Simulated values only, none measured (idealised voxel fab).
A process module follows: voxel wiring stack.
The cross-section shown here is cut; it is 205 nm wide and divided into square cells measuring 5 nm on a side.
If you're reading a cross-section in this doc, picture square cells in a grid; it comes to you as bands, top ones listed first down to the bottom, and a band can be one or more rows of cells. The band entry comprises the height of the band's top followed by the height of its bottom, expressed in nm, and subsequently the band's materials from left to right, each stated together with its width in nm. Where a single material is marked with the word "edge to edge", that material fills the band from edge to edge. The word "air" represents empty space. All heights in this document are referenced to 0, defined as the level beneath which the wafer, as received, consists entirely of one material. The lowest band is not bounded below; it extends indefinitely downward and is written in the form "from 0 down". The expression "30->40" gives the width at the extremes of the band, the first number at its top row of cells and the second at its bottom row, with the width changing by equal amounts from each row to the next in between. What does "nothing different" mean for a step? It means no cell of the cross-section changed in that step. The label "Sealed internal cavities" introduces a list of the empty spaces, 8 cells or larger, that have no open way up to the top; each entry in it reads width x height at distance, where the distance is taken from the left edge and all three are stated in nm. Formally, on a step line, whatever follows the settings is a remark that the simulator itself makes on the step. overlay nm: right-of-plan distance of the mask on a masked step; negative values mean left-of-plan.

# Steps in the process plan
1 RECEIVE,material Si
2 CONFORMAL_DEP,material SiO2,thk nm 10
3 CONFORMAL_DEP,material SiN,thk nm 5
4 DIRECTIONAL_DEP,material SiO2,thk nm 20
5 DIRECTIONAL_DEP,material aC,thk nm 15
6 PATTERN,tone open,mask id METAL_1,material resist,width nm 25,pitch nm 50,thk nm 35,overlay nm -15
7 DIRECTIONAL_ETCH,etch materials aC,depth nm 15
8 STRIP,etch materials resist
9 DIRECTIONAL_ETCH,etch materials SiO2,depth nm 20
10 DIRECTIONAL_ETCH,etch materials SiN,depth nm 5
11 STRIP,etch materials aC
12 CONFORMAL_DEP,material TiN,thk nm 5
13 FILL_DEP,material W,thk nm 5
14 CMP,height nm 35
15 EPI,material Ru,thk nm 5
16 FILL_DEP,material SiCN,thk nm 5
17 DIRECTIONAL_DEP,material lowk,thk nm 35
18 MASKED_ETCH,tone open,mask id METAL_2_HOLES,width nm 15,pitch nm 50,etch materials lowk,depth nm 35,overlay nm 0
19 MASKED_ETCH,tone open,mask id METAL_2,width nm 25,pitch nm 50,etch materials lowk,depth nm 20,overlay nm 0
20 MASKED_ETCH,tone open,mask id METAL_2,width nm 25,pitch nm 50,etch materials SiCN,depth nm 5,overlay nm 0
21 CONFORMAL_DEP,material TiN,thk nm 5
22 FILL_DEP,material Cu,thk nm 10
23 CMP,height nm 80
24 CONFORMAL_DEP,material SiCN,thk nm 5
25 DIRECTIONAL_DEP,material SiO2,thk nm 30
26 PATTERN,tone open,mask id METAL_3_HOLES,material resist,width nm 15,pitch nm 50,thk nm 15,overlay nm 0
27 DIRECTIONAL_ETCH,etch materials SiO2,depth nm 30
28 STRIP,etch materials resist
29 DIRECTIONAL_DEP,material aC,thk nm 15
30 PATTERN,tone open,mask id METAL_3,material resist,width nm 25,pitch nm 50,thk nm 35,overlay nm 0
31 DIRECTIONAL_ETCH,etch materials aC,depth nm 15
32 STRIP,etch materials resist
33 DIRECTIONAL_ETCH,etch materials SiO2,depth nm 20
34 DIRECTIONAL_ETCH,etch materials SiCN,depth nm 5
35 STRIP,etch materials aC
36 CONFORMAL_DEP,material TiN,thk nm 5
37 FILL_DEP,material Ru,thk nm 10
38 CMP,height nm 115
39 CONFORMAL_DEP,material SiCN,thk nm 5
What sets these wafers apart? The overlay nm at step 6. They all start alike, and the plan carries the first wafer's value.

# Here's the first of the wafers in cross-section, just as we got it, i.e. after step 1
	from 0 down: Si edge to edge
	Sealed internal cavities: none

# First of several wafers, sectioned at end of module (last step: step 39)
	from 120 to 115: SiCN edge to edge
	from 115 to 100: SiO2 40 nm, then TiN 5 nm, then Ru 15 nm, then TiN 5 nm, then SiO2 25 nm, then TiN 5 nm, then Ru 15 nm, then TiN 5 nm, then SiO2 25 nm, then TiN 5 nm, then Ru 15 nm, then TiN 5 nm, then SiO2 40 nm
	from 100 to 95: SiO2 40 nm, then TiN 5 nm, then Ru 5 nm, then TiN 15 nm, then SiO2 25 nm, then TiN 5 nm, then Ru 5 nm, then TiN 15 nm, then SiO2 25 nm, then TiN 5 nm, then Ru 5 nm, then TiN 15 nm, then SiO2 40 nm
	from 95 to 85: SiO2 40 nm, then TiN 5 nm, then Ru 5 nm, then TiN 5 nm, then SiO2 35 nm, then TiN 5 nm, then Ru 5 nm, then TiN 5 nm, then SiO2 35 nm, then TiN 5 nm, then Ru 5 nm, then TiN 5 nm, then SiO2 50 nm
	from 85 to 80: SiCN 40 nm, then TiN 15 nm, then SiCN 35 nm, then TiN 15 nm, then SiCN 35 nm, then TiN 15 nm, then SiCN 50 nm
	from 80 to 65: lowk 40 nm, then TiN 5 nm, then Cu 15 nm, then TiN 5 nm, then lowk 25 nm, then TiN 5 nm, then Cu 15 nm, then TiN 5 nm, then lowk 25 nm, then TiN 5 nm, then Cu 15 nm, then TiN 5 nm, then lowk 40 nm
	from 65 to 60: lowk 40 nm, then TiN 5 nm, then Cu 5 nm, then TiN 15 nm, then lowk 25 nm, then TiN 5 nm, then Cu 5 nm, then TiN 15 nm, then lowk 25 nm, then TiN 5 nm, then Cu 5 nm, then TiN 15 nm, then lowk 40 nm
	from 60 to 45: lowk 40 nm, then TiN 5 nm, then Cu 5 nm, then TiN 5 nm, then lowk 35 nm, then TiN 5 nm, then Cu 5 nm, then TiN 5 nm, then lowk 35 nm, then TiN 5 nm, then Cu 5 nm, then TiN 5 nm, then lowk 50 nm
	from 45 to 40: SiCN 40 nm, then TiN 15 nm, then SiCN 35 nm, then TiN 15 nm, then SiCN 35 nm, then TiN 15 nm, then SiCN 50 nm
	from 40 to 35: SiCN 20 nm, then Ru 35 nm, then SiCN 15 nm, then Ru 35 nm, then SiCN 15 nm, then Ru 35 nm, then SiCN 50 nm
	from 35 to 15: SiO2 25 nm, then TiN 5 nm, then W 15 nm, then TiN 5 nm, then SiO2 25 nm, then TiN 5 nm, then W 15 nm, then TiN 5 nm, then SiO2 25 nm, then TiN 5 nm, then W 15 nm, then TiN 5 nm, then SiO2 55 nm
	from 15 to 10: SiN 25 nm, then TiN 25 nm, then SiN 25 nm, then TiN 25 nm, then SiN 25 nm, then TiN 25 nm, then SiN 55 nm
	from 10 to 0: SiO2 edge to edge
	from 0 down: Si edge to edge
	Sealed internal cavities: none

# Sectional view of the last wafer upon completion of the module
	from 120 to 115: SiCN edge to edge
	from 115 to 100: SiO2 40 nm, then TiN 5 nm, then Ru 15 nm, then TiN 5 nm, then SiO2 25 nm, then TiN 5 nm, then Ru 15 nm, then TiN 5 nm, then SiO2 25 nm, then TiN 5 nm, then Ru 15 nm, then TiN 5 nm, then SiO2 40 nm
	from 100 to 95: SiO2 40 nm, then TiN 5 nm, then Ru 5 nm, then TiN 15 nm, then SiO2 25 nm, then TiN 5 nm, then Ru 5 nm, then TiN 15 nm, then SiO2 25 nm, then TiN 5 nm, then Ru 5 nm, then TiN 15 nm, then SiO2 40 nm
	from 95 to 85: SiO2 40 nm, then TiN 5 nm, then Ru 5 nm, then TiN 5 nm, then SiO2 35 nm, then TiN 5 nm, then Ru 5 nm, then TiN 5 nm, then SiO2 35 nm, then TiN 5 nm, then Ru 5 nm, then TiN 5 nm, then SiO2 50 nm
	from 85 to 80: SiCN 40 nm, then TiN 15 nm, then SiCN 35 nm, then TiN 15 nm, then SiCN 35 nm, then TiN 15 nm, then SiCN 50 nm
	from 80 to 65: lowk 40 nm, then TiN 5 nm, then Cu 15 nm, then TiN 5 nm, then lowk 25 nm, then TiN 5 nm, then Cu 15 nm, then TiN 5 nm, then lowk 25 nm, then TiN 5 nm, then Cu 15 nm, then TiN 5 nm, then lowk 40 nm
	from 65 to 60: lowk 40 nm, then TiN 5 nm, then Cu 5 nm, then TiN 15 nm, then lowk 25 nm, then TiN 5 nm, then Cu 5 nm, then TiN 15 nm, then lowk 25 nm, then TiN 5 nm, then Cu 5 nm, then TiN 15 nm, then lowk 40 nm
	from 60 to 45: lowk 40 nm, then TiN 5 nm, then Cu 5 nm, then TiN 5 nm, then lowk 35 nm, then TiN 5 nm, then Cu 5 nm, then TiN 5 nm, then lowk 35 nm, then TiN 5 nm, then Cu 5 nm, then TiN 5 nm, then lowk 50 nm
	from 45 to 40: SiCN 40 nm, then TiN 15 nm, then SiCN 35 nm, then TiN 15 nm, then SiCN 35 nm, then TiN 15 nm, then SiCN 50 nm
	from 40 to 35: SiCN 50 nm, then Ru 35 nm, then SiCN 15 nm, then Ru 35 nm, then SiCN 15 nm, then Ru 35 nm, then SiCN 20 nm
	from 35 to 15: SiO2 55 nm, then TiN 5 nm, then W 15 nm, then TiN 5 nm, then SiO2 25 nm, then TiN 5 nm, then W 15 nm, then TiN 5 nm, then SiO2 25 nm, then TiN 5 nm, then W 15 nm, then TiN 5 nm, then SiO2 25 nm
	from 15 to 10: SiN 55 nm, then TiN 25 nm, then SiN 25 nm, then TiN 25 nm, then SiN 25 nm, then TiN 25 nm, then SiN 25 nm
	from 10 to 0: SiO2 edge to edge
	from 0 down: Si edge to edge
	Sealed internal cavities: none

# Rows = wafers. At module end, each row lists per material the cells gained (+) or lost (-) since the wafer was received, then the closed voids
overlay nm -15; +39 Cu; +57 Ru; +125 SiCN; +26 SiN; +354 SiO2; +147 TiN; +36 W; +200 lowk; Sealed internal cavities: none
overlay nm -10; +39 Cu; +57 Ru; +125 SiCN; +26 SiN; +354 SiO2; +147 TiN; +36 W; +200 lowk; Sealed internal cavities: none
overlay nm -5; +39 Cu; +57 Ru; +125 SiCN; +26 SiN; +354 SiO2; +147 TiN; +36 W; +200 lowk; Sealed internal cavities: none
overlay nm 0; +39 Cu; +57 Ru; +125 SiCN; +26 SiN; +354 SiO2; +147 TiN; +36 W; +200 lowk; Sealed internal cavities: none
overlay nm 5; +39 Cu; +57 Ru; +125 SiCN; +26 SiN; +354 SiO2; +147 TiN; +36 W; +200 lowk; Sealed internal cavities: none
overlay nm 10; +39 Cu; +57 Ru; +125 SiCN; +26 SiN; +354 SiO2; +147 TiN; +36 W; +200 lowk; Sealed internal cavities: none
overlay nm 15; +39 Cu; +57 Ru; +125 SiCN; +26 SiN; +354 SiO2; +147 TiN; +36 W; +200 lowk; Sealed internal cavities: none
